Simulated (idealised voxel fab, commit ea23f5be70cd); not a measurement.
Title: Process Module voxel self aligned vias
Cross-sectional view cut (width: 280 nm; square cell size: 5 nm).
Cross-section format: a grid of square cells, given as bands from top to bottom; each band is one or more rows of cells.
The entry gives the band's vertical extent as a top height and a bottom height in nm, then its horizontal make-up as materials from left to right, each with a width in nm. "empty" stands for empty space; a single material marked "full width" fills the band edge to edge.
Heads up on the height convention: 0 is the point under which the incoming wafer is all one material, and the lowest band has no bottom, it just keeps going down, like "from 0 down".
A width given as "30 to 40" starts at the first number in the band's top row and ends at the second number in its bottom row, shifting by an equal amount at every step from row to row.
"no change occurred", as given for a step, is the statement that not any cell of the cross-section underwent a change during that step.
The entry titled "Closed cavities" provides the empty spaces that have no open way to the top, restricted to those of 8 cells or more. Each is presented as width x height at distance, the distance being measured from the left edge, with all three in nm.
Whatever follows a step's settings on its line is a remark the simulator itself makes about that step.
The optional step-line setting "overlay nm" applies to steps with a mask and quantifies how far to the right of its planned location the mask lay, a negative value indicating leftward placement.

The process steps that were planned are listed below
- 1: RECEIVE, material Si
- 2: CONFORMAL_DEP, material SiO2, thk nm 10
- 3: CONFORMAL_DEP, material SiCN, thk nm 5
- 4: DIRECTIONAL_DEP, material lowk, thk nm 30
- 5: DIRECTIONAL_DEP, material aC, thk nm 15
- 6: PATTERN, tone open, mask id LINES, material resist, width nm 30, pitch nm 65, thk nm 35, overlay nm 0
- 7: DIRECTIONAL_ETCH, etch materials aC, depth nm 15
- 8: STRIP, etch materials resist
- 9: DIRECTIONAL_ETCH, etch materials lowk, depth nm 30
- 10: STRIP, etch materials aC
- 11: CONFORMAL_DEP, material TiN, thk nm 5
- 12: FILL_DEP, material W, thk nm 10
- 13: CMP, height nm 45
- 14: SELECTIVE_ETCH, etch materials W Ru TiN, depth nm 10
- 15: FILL_DEP, material SiN, thk nm 5
- 16: CMP, height nm 45
- 17: DIRECTIONAL_DEP, material lowk, thk nm 20
- 18: MASKED_ETCH, tone open, mask id VIAS, width nm 50, pitch nm 65, etch materials lowk, depth nm 20, overlay nm 0
- 19: MASKED_ETCH, tone open, mask id VIAS, width nm 50, pitch nm 65, etch materials SiN, depth nm 10, overlay nm 0
- 20: CONFORMAL_DEP, material TiN, thk nm 5
- 21: FILL_DEP, material Ru, thk nm 10
- 22: CMP, height nm 65
- 23: CONFORMAL_DEP, material SiN, thk nm 5

First out of two wafers; run went to plan

Shown in cross-section is the wafer as received, that is, as it stands after step 1
* from 0 down: Si full width
* Closed cavities: none

after step 2
* from 10 to 0: SiO2 full width
* Below 0 it's all the same as before, nothing changed down there.

after step 3
* from 15 to 10: SiCN full width
* Below 10 it's all the same as before, nothing changed down there.

after step 4
* from 45 to 15: lowk full width
* Below 15 it's all the same as before, nothing changed down there.

after step 5
* from 60 to 45: aC full width
* Below 45 it's all the same as before, nothing changed down there.

after step 6
* from 95 to 60: 60 of resist / 30 of empty / 35 of resist / 30 of empty / 35 of resist / 30 of empty / 60 of resist
* Below 60 it's all the same as before, nothing changed down there.

after step 7
* from 80 to 60: 60 of resist / 30 of empty / 35 of resist / 30 of empty / 35 of resist / 30 of empty / 60 of resist
* from 60 to 45: 60 of aC / 30 of empty / 35 of aC / 30 of empty / 35 of aC / 30 of empty / 60 of aC
* Below 45 it's all the same as before, nothing changed down there.

after step 8
* from 60 to 45: 60 of aC / 30 of empty / 35 of aC / 30 of empty / 35 of aC / 30 of empty / 60 of aC
* Below 45 it's all the same as before, nothing changed down there.

after step 9
* from 60 to 45: 60 of aC / 30 of empty / 35 of aC / 30 of empty / 35 of aC / 30 of empty / 60 of aC
* from 45 to 15: 60 of lowk / 30 of empty / 35 of lowk / 30 of empty / 35 of lowk / 30 of empty / 60 of lowk
* Below 15 it's all the same as before, nothing changed down there.

after step 10
* from 45 to 15: 60 of lowk / 30 of empty / 35 of lowk / 30 of empty / 35 of lowk / 30 of empty / 60 of lowk
* Below 15 it's all the same as before, nothing changed down there.

after step 11
* from 50 to 45: 65 of TiN / 20 of empty / 45 of TiN / 20 of empty / 45 of TiN / 20 of empty / 65 of TiN
* from 45 to 20: 60 of lowk / 5 of TiN / 20 of empty / 5 of TiN / 35 of lowk / 5 of TiN / 20 of empty / 5 of TiN / 35 of lowk / 5 of TiN / 20 of empty / 5 of TiN / 60 of lowk
* from 20 to 15: 60 of lowk / 30 of TiN / 35 of lowk / 30 of TiN / 35 of lowk / 30 of TiN / 60 of lowk
* Below 15 it's all the same as before, nothing changed down there.

after step 12
* from 60 to 50: W full width
* from 50 to 45: 65 of TiN / 20 of W / 45 of TiN / 20 of W / 45 of TiN / 20 of W / 65 of TiN
* from 45 to 20: 60 of lowk / 5 of TiN / 20 of W / 5 of TiN / 35 of lowk / 5 of TiN / 20 of W / 5 of TiN / 35 of lowk / 5 of TiN / 20 of W / 5 of TiN / 60 of lowk
* Below 20 it's all the same as before, nothing changed down there.

after step 13
* from 45 to 20: 60 of lowk / 5 of TiN / 20 of W / 5 of TiN / 35 of lowk / 5 of TiN / 20 of W / 5 of TiN / 35 of lowk / 5 of TiN / 20 of W / 5 of TiN / 60 of lowk
* Below 20 it's all the same as before, nothing changed down there.

after step 14
* from 45 to 35: 60 of lowk / 30 of empty / 35 of lowk / 30 of empty / 35 of lowk / 30 of empty / 60 of lowk
* Below 35 it's all the same as before, nothing changed down there.

after step 15
* from 50 to 45: SiN full width
* from 45 to 35: 60 of lowk / 30 of SiN / 35 of lowk / 30 of SiN / 35 of lowk / 30 of SiN / 60 of lowk
* Below 35 it's all the same as before, nothing changed down there.

after step 16
* from 45 to 35: 60 of lowk / 30 of SiN / 35 of lowk / 30 of SiN / 35 of lowk / 30 of SiN / 60 of lowk
* Below 35 it's all the same as before, nothing changed down there.

after step 17
* from 65 to 45: lowk full width
* Below 45 it's all the same as before, nothing changed down there.

after step 18
* from 65 to 45: 50 of lowk / 50 of empty / 15 of lowk / 50 of empty / 15 of lowk / 50 of empty / 50 of lowk
* Below 45 it's all the same as before, nothing changed down there.

after step 19
* from 65 to 45: 50 of lowk / 50 of empty / 15 of lowk / 50 of empty / 15 of lowk / 50 of empty / 50 of lowk
* from 45 to 35: 60 of lowk / 30 of empty / 35 of lowk / 30 of empty / 35 of lowk / 30 of empty / 60 of lowk
* Below 35 it's all the same as before, nothing changed down there.

after step 20
* from 70 to 65: 55 of TiN / 40 of empty / 25 of TiN / 40 of empty / 25 of TiN / 40 of empty / 55 of TiN
* from 65 to 50: 50 of lowk / 5 of TiN / 40 of empty / 5 of TiN / 15 of lowk / 5 of TiN / 40 of empty / 5 of TiN / 15 of lowk / 5 of TiN / 40 of empty / 5 of TiN / 50 of lowk
* from 50 to 40: 50 to 60 of lowk / 15 to 5 of TiN / 20 of empty / 15 to 5 of TiN / 15 to 35 of lowk / 15 to 5 of TiN / 20 of empty / 15 to 5 of TiN / 15 to 35 of lowk / 15 to 5 of TiN / 20 of empty / 15 to 5 of TiN / 50 to 60 of lowk
* from 40 to 35: 60 of lowk / 30 of TiN / 35 of lowk / 30 of TiN / 35 of lowk / 30 of TiN / 60 of lowk
* Below 35 it's all the same as before, nothing changed down there.

after step 21
* from 80 to 70: Ru full width
* from 70 to 65: 55 of TiN / 40 of Ru / 25 of TiN / 40 of Ru / 25 of TiN / 40 of Ru / 55 of TiN
* from 65 to 50: 50 of lowk / 5 of TiN / 40 of Ru / 5 of TiN / 15 of lowk / 5 of TiN / 40 of Ru / 5 of TiN / 15 of lowk / 5 of TiN / 40 of Ru / 5 of TiN / 50 of lowk
* from 50 to 40: 50 to 60 of lowk / 15 to 5 of TiN / 20 of Ru / 15 to 5 of TiN / 15 to 35 of lowk / 15 to 5 of TiN / 20 of Ru / 15 to 5 of TiN / 15 to 35 of lowk / 15 to 5 of TiN / 20 of Ru / 15 to 5 of TiN / 50 to 60 of lowk
* Below 40 it's all the same as before, nothing changed down there.

after step 22
* from 65 to 50: 50 of lowk / 5 of TiN / 40 of Ru / 5 of TiN / 15 of lowk / 5 of TiN / 40 of Ru / 5 of TiN / 15 of lowk / 5 of TiN / 40 of Ru / 5 of TiN / 50 of lowk
* Below 50 it's all the same as before, nothing changed down there.

after step 23
* from 70 to 65: SiN full width
* Below 65 it's all the same as before, nothing changed down there.

second wafer: like start, like plan, one mistake. Through step 17 it matches the first wafer

Second wafer: cross-section at the scheduled end of step 18
* from 65 to 45: 50 of lowk / 50 of empty / 15 of lowk / 50 of empty / 15 of lowk / 50 of empty / 50 of lowk
* from 45 to 35: 50 of lowk / 10 of empty / 30 of SiN / 10 of empty / 15 of lowk / 10 of empty / 30 of SiN / 10 of empty / 15 of lowk / 10 of empty / 30 of SiN / 10 of empty / 50 of lowk
* from 35 to 25: 50 of lowk / 10 of empty / 5 of TiN / 20 of W / 5 of TiN / 10 of empty / 15 of lowk / 10 of empty / 5 of TiN / 20 of W / 5 of TiN / 10 of empty / 15 of lowk / 10 of empty / 5 of TiN / 20 of W / 5 of TiN / 10 of empty / 50 of lowk
* Below 25 it's all the same as before, nothing changed down there.

Second wafer: cross-section at the scheduled end of step 19
* from 65 to 35: 50 of lowk / 50 of empty / 15 of lowk / 50 of empty / 15 of lowk / 50 of empty / 50 of lowk
* Below 35 it's all the same as before, nothing changed down there.

Second wafer: cross-section at the scheduled end of step 20
* from 70 to 65: 55 of TiN / 40 of empty / 25 of TiN / 40 of empty / 25 of TiN / 40 of empty / 55 of TiN
* from 65 to 40: 50 of lowk / 5 of TiN / 40 of empty / 5 of TiN / 15 of lowk / 5 of TiN / 40 of empty / 5 of TiN / 15 of lowk / 5 of TiN / 40 of empty / 5 of TiN / 50 of lowk
* from 40 to 35: 50 of lowk / 50 of TiN / 15 of lowk / 50 of TiN / 15 of lowk / 50 of TiN / 50 of lowk
* from 35 to 25: 50 of lowk / 15 of TiN / 20 of W / 15 of TiN / 15 of lowk / 15 of TiN / 20 of W / 15 of TiN / 15 of lowk / 15 of TiN / 20 of W / 15 of TiN / 50 of lowk
* Below 25 it's all the same as before, nothing changed down there.

Second wafer: cross-section at the scheduled end of step 21
* from 80 to 70: Ru full width
* from 70 to 65: 55 of TiN / 40 of Ru / 25 of TiN / 40 of Ru / 25 of TiN / 40 of Ru / 55 of TiN
* from 65 to 40: 50 of lowk / 5 of TiN / 40 of Ru / 5 of TiN / 15 of lowk / 5 of TiN / 40 of Ru / 5 of TiN / 15 of lowk / 5 of TiN / 40 of Ru / 5 of TiN / 50 of lowk
* Below 40 it's all the same as before, nothing changed down there.

Second wafer: cross-section at the scheduled end of step 22
* from 65 to 40: 50 of lowk / 5 of TiN / 40 of Ru / 5 of TiN / 15 of lowk / 5 of TiN / 40 of Ru / 5 of TiN / 15 of lowk / 5 of TiN / 40 of Ru / 5 of TiN / 50 of lowk
* Below 40 it's all the same as before, nothing changed down there.

Second wafer: cross-section at the scheduled end of step 23
* from 70 to 65: SiN full width
* Below 65 it's all the same as before, nothing changed down there.
Here's what went sideways: step 18 in the plan was executed twice
Materials where the second wafer ends with more or fewer cells than the first: 24 more of Ru | 24 more of TiN | 48 fewer of lowk
